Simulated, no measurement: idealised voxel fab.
Process module name: voxel trench capacitor
Square cells of 5 nm make up the cross-section cut, whose width is 160 nm.
We lay out every cross-section as a grid of square cells and spell it out in bands from the top down, where one band means one or more rows of cells. In this notation a band is specified by the heights of its top and bottom, in that order and in nm, after which its materials appear from left to right, each paired with its width in nm. The word "full width" attached to a single material means that material fills the band from edge to edge; the word "blank" stands for empty space. Note: height 0 marks the level under which the wafer is uniformly one material as received. Lowest band unbounded below, written "top 0, no bottom". The notation "30 to 40" denotes a width that varies across the rows of cells in the band, beginning at the first number in the top row, finishing at the second number in the bottom row, and changing by an identical amount from each row to the next. No cell of the cross-section changed in a step that is given as "nothing got changed". The label "Enclosed cavities" introduces a list of the empty spaces, 8 cells or larger, that have no open way up to the top; each entry in it reads width x height at distance, where the distance is taken from the left edge and all three are stated in nm. Text after the settings on a step's line: the simulator's own remark on that step. overlay nm: how far to the right of its planned place the mask lay on this masked step (negative: to the left).

Plan
- 1: RECEIVE with material Si
- 2: CONFORMAL_DEP with material SiN, thk nm 5
- 3: DIRECTIONAL_DEP with material aC, thk nm 15
- 4: PATTERN with tone open, mask id TRENCH, material resist, width nm 15, pitch nm 35, thk nm 30, overlay nm 0
- 5: DIRECTIONAL_ETCH with etch materials aC, depth nm 15
- 6: STRIP with etch materials resist
- 7: DIRECTIONAL_ETCH with etch materials SiN, depth nm 5
- 8: DIRECTIONAL_ETCH with etch materials Si, depth nm 25
- 9: STRIP with etch materials aC
- 10: CONFORMAL_DEP with material Al2O3, thk nm 5
- 11: FILL_DEP with material polySi, thk nm 5
- 12: CMP with height nm 5

So, the first of our two wafers, run just as we planned it

Cross-sectional view of the wafer in its as-received condition, corresponding to the state after step 1
  top 0, no bottom  Si full width
  Enclosed cavities: none

Cross-sectional representation of the wafer at the conclusion of step 2
  top 5, bottom 0  SiN full width
  Unchanged below 0.

Cross-sectional representation of the wafer at the conclusion of step 3
  top 20, bottom 5  aC full width
  Unchanged below 5.

Cross-sectional representation of the wafer at the conclusion of step 4
  top 50, bottom 20  resist 55, blank 15, resist 20, blank 15, resist 55
  Unchanged below 20.

Cross-sectional representation of the wafer at the conclusion of step 5
  top 35, bottom 20  resist 55, blank 15, resist 20, blank 15, resist 55
  top 20, bottom 5  aC 55, blank 15, aC 20, blank 15, aC 55
  Unchanged below 5.

Cross-sectional representation of the wafer at the conclusion of step 6
  top 20, bottom 5  aC 55, blank 15, aC 20, blank 15, aC 55
  Unchanged below 5.

Cross-sectional representation of the wafer at the conclusion of step 7
  top 20, bottom 5  aC 55, blank 15, aC 20, blank 15, aC 55
  top 5, bottom 0  SiN 55, blank 15, SiN 20, blank 15, SiN 55
  Unchanged below 0.

Cross-sectional representation of the wafer at the conclusion of step 8
  top 20, bottom 5  aC 55, blank 15, aC 20, blank 15, aC 55
  top 5, bottom 0  SiN 55, blank 15, SiN 20, blank 15, SiN 55
  top 0, bottom -25  Si 55, blank 15, Si 20, blank 15, Si 55
  Unchanged below -25.

Cross-sectional representation of the wafer at the conclusion of step 9
  top 5, bottom 0  SiN 55, blank 15, SiN 20, blank 15, SiN 55
  Unchanged below 0.

Cross-sectional representation of the wafer at the conclusion of step 10
  top 10, bottom 5  Al2O3 60, blank 5, Al2O3 30, blank 5, Al2O3 60
  top 5, bottom 0  SiN 55, Al2O3 5, blank 5, Al2O3 5, SiN 20, Al2O3 5, blank 5, Al2O3 5, SiN 55
  top 0, bottom -20  Si 55, Al2O3 5, blank 5, Al2O3 5, Si 20, Al2O3 5, blank 5, Al2O3 5, Si 55
  top -20, bottom -25  Si 55, Al2O3 15, Si 20, Al2O3 15, Si 55
  Unchanged below -25.

Cross-sectional representation of the wafer at the conclusion of step 11
  top 15, bottom 10  polySi full width
  top 10, bottom 5  Al2O3 60, polySi 5, Al2O3 30, polySi 5, Al2O3 60
  top 5, bottom 0  SiN 55, Al2O3 5, polySi 5, Al2O3 5, SiN 20, Al2O3 5, polySi 5, Al2O3 5, SiN 55
  top 0, bottom -20  Si 55, Al2O3 5, polySi 5, Al2O3 5, Si 20, Al2O3 5, polySi 5, Al2O3 5, Si 55
  Unchanged below -20.

Cross-sectional representation of the wafer at the conclusion of step 12
  top 5, bottom 0  SiN 55, Al2O3 5, polySi 5, Al2O3 5, SiN 20, Al2O3 5, polySi 5, Al2O3 5, SiN 55
  Unchanged below 0.

Second wafer - shared start and plan with the first - one error in running - same as the first up to step 3 inclusive

Cross-section of the second wafer when, according to plan, step 4 should have finished
  top 50, bottom 20  resist 45, blank 15, resist 20, blank 15, resist 65
  Unchanged below 20.

Cross-section of the second wafer when, according to plan, step 5 should have finished
  top 35, bottom 20  resist 45, blank 15, resist 20, blank 15, resist 65
  top 20, bottom 5  aC 45, blank 15, aC 20, blank 15, aC 65
  Unchanged below 5.

Cross-section of the second wafer when, according to plan, step 6 should have finished
  top 20, bottom 5  aC 45, blank 15, aC 20, blank 15, aC 65
  Unchanged below 5.

Cross-section of the second wafer when, according to plan, step 7 should have finished
  top 20, bottom 5  aC 45, blank 15, aC 20, blank 15, aC 65
  top 5, bottom 0  SiN 45, blank 15, SiN 20, blank 15, SiN 65
  Unchanged below 0.

Cross-section of the second wafer when, according to plan, step 8 should have finished
  top 20, bottom 5  aC 45, blank 15, aC 20, blank 15, aC 65
  top 5, bottom 0  SiN 45, blank 15, SiN 20, blank 15, SiN 65
  top 0, bottom -25  Si 45, blank 15, Si 20, blank 15, Si 65
  Unchanged below -25.

Cross-section of the second wafer when, according to plan, step 9 should have finished
  top 5, bottom 0  SiN 45, blank 15, SiN 20, blank 15, SiN 65
  Unchanged below 0.

Cross-section of the second wafer when, according to plan, step 10 should have finished
  top 10, bottom 5  Al2O3 50, blank 5, Al2O3 30, blank 5, Al2O3 70
  top 5, bottom 0  SiN 45, Al2O3 5, blank 5, Al2O3 5, SiN 20, Al2O3 5, blank 5, Al2O3 5, SiN 65
  top 0, bottom -20  Si 45, Al2O3 5, blank 5, Al2O3 5, Si 20, Al2O3 5, blank 5, Al2O3 5, Si 65
  top -20, bottom -25  Si 45, Al2O3 15, Si 20, Al2O3 15, Si 65
  Unchanged below -25.

Cross-section of the second wafer when, according to plan, step 11 should have finished
  top 15, bottom 10  polySi full width
  top 10, bottom 5  Al2O3 50, polySi 5, Al2O3 30, polySi 5, Al2O3 70
  top 5, bottom 0  SiN 45, Al2O3 5, polySi 5, Al2O3 5, SiN 20, Al2O3 5, polySi 5, Al2O3 5, SiN 65
  top 0, bottom -20  Si 45, Al2O3 5, polySi 5, Al2O3 5, Si 20, Al2O3 5, polySi 5, Al2O3 5, Si 65
  Unchanged below -20.

Cross-section of the second wafer when, according to plan, step 12 should have finished
  top 5, bottom 0  SiN 45, Al2O3 5, polySi 5, Al2O3 5, SiN 20, Al2O3 5, polySi 5, Al2O3 5, SiN 65
  Unchanged below 0.
Error vs. plan: planned and actual differ for step 4; actual: PATTERN with tone open, mask id TRENCH, material resist, width nm 15, pitch nm 35, thk nm 30, overlay nm -10
Final wafers compared: equal cell tally per material, rearranged layout.
